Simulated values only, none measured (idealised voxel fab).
Process module, titled voxel self aligned contacts
For reference, the cross-section in this document is cut, with width 180 nm and square cells of 5 nm.
Think of the cross-section as a grid of square cells. We describe it in bands, top to bottom, and each band covers one or more rows of those cells.
Top, bottom (nm), then materials left to right with widths (nm); lone material tagged "edge to edge" fills the whole band edge to edge; "air" = empty space.
We count height from 0. Below that, the starting wafer is all one material. The lowest band never ends at the bottom but goes on down; see "z 0 and below" for how that is written.
So if you see something like "30..40" for the width, read it as the top row of the band sitting at the first number and the bottom row at the second, with every row in between moving by the same amount as the last.
Any step labelled "identical to before" changed none of the cells in the cross-section.
"Closed cavities": sealed empty spaces, 8 cells or more, no open way to top, listed width x height at distance, with distance from the left edge and width, height and distance in nm.
after a step's settings: what the simulator itself notes on the step
"overlay nm" denotes, for a step that has a mask, the displacement of the mask to the right of its planned place, with negative values corresponding to the left.
[Planned step list for the process]
1. RECEIVE, material Si
2. OXIDIZE, depth nm 5
3. DIRECTIONAL_DEP, material polySi, thk nm 20
4. DIRECTIONAL_DEP, material SiN, thk nm 15
5. DIRECTIONAL_DEP, material aC, thk nm 10
6. PATTERN, tone cover, mask id GATE, material resist, width nm 25, pitch nm 50, thk nm 25, overlay nm 0
7. DIRECTIONAL_ETCH, etch materials aC, depth nm 10
8. STRIP, etch materials resist
9. DIRECTIONAL_ETCH, etch materials SiN, depth nm 15
10. DIRECTIONAL_ETCH, etch materials polySi, depth nm 20
11. STRIP, etch materials aC
12. CONFORMAL_DEP, material SiN, thk nm 5
13. DIRECTIONAL_ETCH, etch materials SiN, depth nm 5
14. FILL_DEP, material SiO2, thk nm 10
15. CMP, height nm 40
16. PATTERN, tone open, mask id CONTACT, material resist, width nm 35, thk nm 15, overlay nm 0
17. DIRECTIONAL_ETCH, etch materials SiO2, depth nm 45
18. STRIP, etch materials resist
19. CONFORMAL_DEP, material TiN, thk nm 5
20. FILL_DEP, material Ru, thk nm 10
21. CMP, height nm 40
22. CONFORMAL_DEP, material SiN, thk nm 5
[First of the two wafers, run per plan]
[This is the cross-section of the wafer as we received it, i.e. after step 1]
* z 0 and below  Si edge to edge
* Closed cavities: none
[Upon completion of step 2, the wafer appears in cross-section as shown]
* z 0 to -5  SiO2 edge to edge
* Lower than -5, everything is as it was.
[Upon completion of step 3, the wafer appears in cross-section as shown]
* z 20 to 0  polySi edge to edge
* Lower than 0, everything is as it was.
[Upon completion of step 4, the wafer appears in cross-section as shown]
* z 35 to 20  SiN edge to edge
* Lower than 20, everything is as it was.
[Upon completion of step 5, the wafer appears in cross-section as shown]
* z 45 to 35  aC edge to edge
* Lower than 35, everything is as it was.
[Upon completion of step 6, the wafer appears in cross-section as shown]
* z 70 to 45  50 air, 25 resist, 25 air, 25 resist, 55 air
* Lower than 45, everything is as it was.
[Upon completion of step 7, the wafer appears in cross-section as shown]
* z 60 to 45  50 air, 25 resist, 25 air, 25 resist, 55 air
* z 45 to 35  50 air, 25 aC, 25 air, 25 aC, 55 air
* Lower than 35, everything is as it was.
[Upon completion of step 8, the wafer appears in cross-section as shown]
* z 45 to 35  50 air, 25 aC, 25 air, 25 aC, 55 air
* Lower than 35, everything is as it was.
[Upon completion of step 9, the wafer appears in cross-section as shown]
* z 45 to 35  50 air, 25 aC, 25 air, 25 aC, 55 air
* z 35 to 20  50 air, 25 SiN, 25 air, 25 SiN, 55 air
* Lower than 20, everything is as it was.
[Upon completion of step 10, the wafer appears in cross-section as shown]
* z 45 to 35  50 air, 25 aC, 25 air, 25 aC, 55 air
* z 35 to 20  50 air, 25 SiN, 25 air, 25 SiN, 55 air
* z 20 to 0  50 air, 25 polySi, 25 air, 25 polySi, 55 air
* Lower than 0, everything is as it was.
[Upon completion of step 11, the wafer appears in cross-section as shown]
* z 35 to 20  50 air, 25 SiN, 25 air, 25 SiN, 55 air
* Lower than 20, everything is as it was.
[Upon completion of step 12, the wafer appears in cross-section as shown]
* z 40 to 20  45 air, 35 SiN, 15 air, 35 SiN, 50 air
* z 20 to 5  45 air, 5 SiN, 25 polySi, 5 SiN, 15 air, 5 SiN, 25 polySi, 5 SiN, 50 air
* z 5 to 0  50 SiN, 25 polySi, 25 SiN, 25 polySi, 55 SiN
* Lower than 0, everything is as it was.
[Upon completion of step 13, the wafer appears in cross-section as shown]
* z 35 to 20  45 air, 35 SiN, 15 air, 35 SiN, 50 air
* z 20 to 0  45 air, 5 SiN, 25 polySi, 5 SiN, 15 air, 5 SiN, 25 polySi, 5 SiN, 50 air
* Lower than 0, everything is as it was.
[Upon completion of step 14, the wafer appears in cross-section as shown]
* z 45 to 35  SiO2 edge to edge
* z 35 to 20  45 SiO2, 35 SiN, 15 SiO2, 35 SiN, 50 SiO2
* z 20 to 0  45 SiO2, 5 SiN, 25 polySi, 5 SiN, 15 SiO2, 5 SiN, 25 polySi, 5 SiN, 50 SiO2
* Lower than 0, everything is as it was.
[Upon completion of step 15, the wafer appears in cross-section as shown]
* z 40 to 35  SiO2 edge to edge
* Lower than 35, everything is as it was.
[Upon completion of step 16, the wafer appears in cross-section as shown]
* z 55 to 40  70 resist, 35 air, 75 resist
* Lower than 40, everything is as it was.
[Upon completion of step 17, the wafer appears in cross-section as shown]
* z 55 to 40  70 resist, 35 air, 75 resist
* z 40 to 35  70 SiO2, 35 air, 75 SiO2
* z 35 to 20  45 SiO2, 35 SiN, 15 air, 35 SiN, 50 SiO2
* z 20 to 0  45 SiO2, 5 SiN, 25 polySi, 5 SiN, 15 air, 5 SiN, 25 polySi, 5 SiN, 50 SiO2
* z 0 to -5  80 SiO2, 15 air, 85 SiO2
* Lower than -5, everything is as it was.
[Upon completion of step 18, the wafer appears in cross-section as shown]
* z 40 to 35  70 SiO2, 35 air, 75 SiO2
* Lower than 35, everything is as it was.
[Upon completion of step 19, the wafer appears in cross-section as shown]
* z 45 to 40  75 TiN, 25 air, 80 TiN
* z 40 to 35  70 SiO2, 15 TiN, 5 air, 15 TiN, 75 SiO2
* z 35 to 20  45 SiO2, 35 SiN, 5 TiN, 5 air, 5 TiN, 35 SiN, 50 SiO2
* z 20 to 0  45 SiO2, 5 SiN, 25 polySi, 5 SiN, 5 TiN, 5 air, 5 TiN, 5 SiN, 25 polySi, 5 SiN, 50 SiO2
* z 0 to -5  80 SiO2, 15 TiN, 85 SiO2
* Lower than -5, everything is as it was.
[Upon completion of step 20, the wafer appears in cross-section as shown]
* z 55 to 45  Ru edge to edge
* z 45 to 40  75 TiN, 25 Ru, 80 TiN
* z 40 to 35  70 SiO2, 15 TiN, 5 Ru, 15 TiN, 75 SiO2
* z 35 to 20  45 SiO2, 35 SiN, 5 TiN, 5 Ru, 5 TiN, 35 SiN, 50 SiO2
* z 20 to 0  45 SiO2, 5 SiN, 25 polySi, 5 SiN, 5 TiN, 5 Ru, 5 TiN, 5 SiN, 25 polySi, 5 SiN, 50 SiO2
* Lower than 0, everything is as it was.
[Upon completion of step 21, the wafer appears in cross-section as shown]
* z 40 to 35  70 SiO2, 15 TiN, 5 Ru, 15 TiN, 75 SiO2
* Lower than 35, everything is as it was.
[Upon completion of step 22, the wafer appears in cross-section as shown]
* z 45 to 40  SiN edge to edge
* Lower than 40, everything is as it was.
[second wafer: like start, like plan, one mistake. Through step 5 it matches the first wafer]
[Second wafer, cross-section, planned end of step 6]
* z 70 to 45  50 resist, 25 air, 25 resist, 25 air, 55 resist
* Lower than 45, everything is as it was.
[Second wafer, cross-section, planned end of step 7]
* z 60 to 45  50 resist, 25 air, 25 resist, 25 air, 55 resist
* z 45 to 35  50 aC, 25 air, 25 aC, 25 air, 55 aC
* Lower than 35, everything is as it was.
[Second wafer, cross-section, planned end of step 8]
* z 45 to 35  50 aC, 25 air, 25 aC, 25 air, 55 aC
* Lower than 35, everything is as it was.
[Second wafer, cross-section, planned end of step 9]
* z 45 to 35  50 aC, 25 air, 25 aC, 25 air, 55 aC
* z 35 to 20  50 SiN, 25 air, 25 SiN, 25 air, 55 SiN
* Lower than 20, everything is as it was.
[Second wafer, cross-section, planned end of step 10]
* z 45 to 35  50 aC, 25 air, 25 aC, 25 air, 55 aC
* z 35 to 20  50 SiN, 25 air, 25 SiN, 25 air, 55 SiN
* z 20 to 0  50 polySi, 25 air, 25 polySi, 25 air, 55 polySi
* Lower than 0, everything is as it was.
[Second wafer, cross-section, planned end of step 11]
* z 35 to 20  50 SiN, 25 air, 25 SiN, 25 air, 55 SiN
* Lower than 20, everything is as it was.
[Second wafer, cross-section, planned end of step 12]
* z 40 to 20  55 SiN, 15 air, 35 SiN, 15 air, 60 SiN
* z 20 to 5  50 polySi, 5 SiN, 15 air, 5 SiN, 25 polySi, 5 SiN, 15 air, 5 SiN, 55 polySi
* z 5 to 0  50 polySi, 25 SiN, 25 polySi, 25 SiN, 55 polySi
* Lower than 0, everything is as it was.
[Second wafer, cross-section, planned end of step 13]
* z 35 to 20  55 SiN, 15 air, 35 SiN, 15 air, 60 SiN
* z 20 to 0  50 polySi, 5 SiN, 15 air, 5 SiN, 25 polySi, 5 SiN, 15 air, 5 SiN, 55 polySi
* Lower than 0, everything is as it was.
[Second wafer, cross-section, planned end of step 14]
* z 45 to 35  SiO2 edge to edge
* z 35 to 20  55 SiN, 15 SiO2, 35 SiN, 15 SiO2, 60 SiN
* z 20 to 0  50 polySi, 5 SiN, 15 SiO2, 5 SiN, 25 polySi, 5 SiN, 15 SiO2, 5 SiN, 55 polySi
* Lower than 0, everything is as it was.
[Second wafer, cross-section, planned end of step 15]
* z 40 to 35  SiO2 edge to edge
* Lower than 35, everything is as it was.
[Second wafer, cross-section, planned end of step 16]
* z 55 to 40  70 resist, 35 air, 75 resist
* Lower than 40, everything is as it was.
[Second wafer, cross-section, planned end of step 17]
* z 55 to 40  70 resist, 35 air, 75 resist
* z 40 to 35  70 SiO2, 35 air, 75 SiO2
* Lower than 35, everything is as it was.
[Second wafer, cross-section, planned end of step 18]
* z 40 to 35  70 SiO2, 35 air, 75 SiO2
* Lower than 35, everything is as it was.
[Second wafer, cross-section, planned end of step 19]
* z 45 to 40  75 TiN, 25 air, 80 TiN
* z 40 to 35  70 SiO2, 35 TiN, 75 SiO2
* Lower than 35, everything is as it was.
[Second wafer, cross-section, planned end of step 20]
* z 55 to 45  Ru edge to edge
* z 45 to 40  75 TiN, 25 Ru, 80 TiN
* Lower than 40, everything is as it was.
[Second wafer, cross-section, planned end of step 21]
* z 40 to 35  70 SiO2, 35 TiN, 75 SiO2
* Lower than 35, everything is as it was.
[Second wafer, cross-section, planned end of step 22]
* z 45 to 40  SiN edge to edge
* Lower than 40, everything is as it was.
Diagnosis: step 6 off recipe, ran as PATTERN, tone open, mask id GATE, material resist, width nm 25, pitch nm 50, thk nm 25, overlay nm 0
It is noted that, at the conclusion of processing, the second wafer exhibits a higher or lower cell count for certain materials relative to the first: 8 fewer of Ru; 48 more of SiN; 88 fewer of SiO2; 16 fewer of TiN; 64 more of polySi
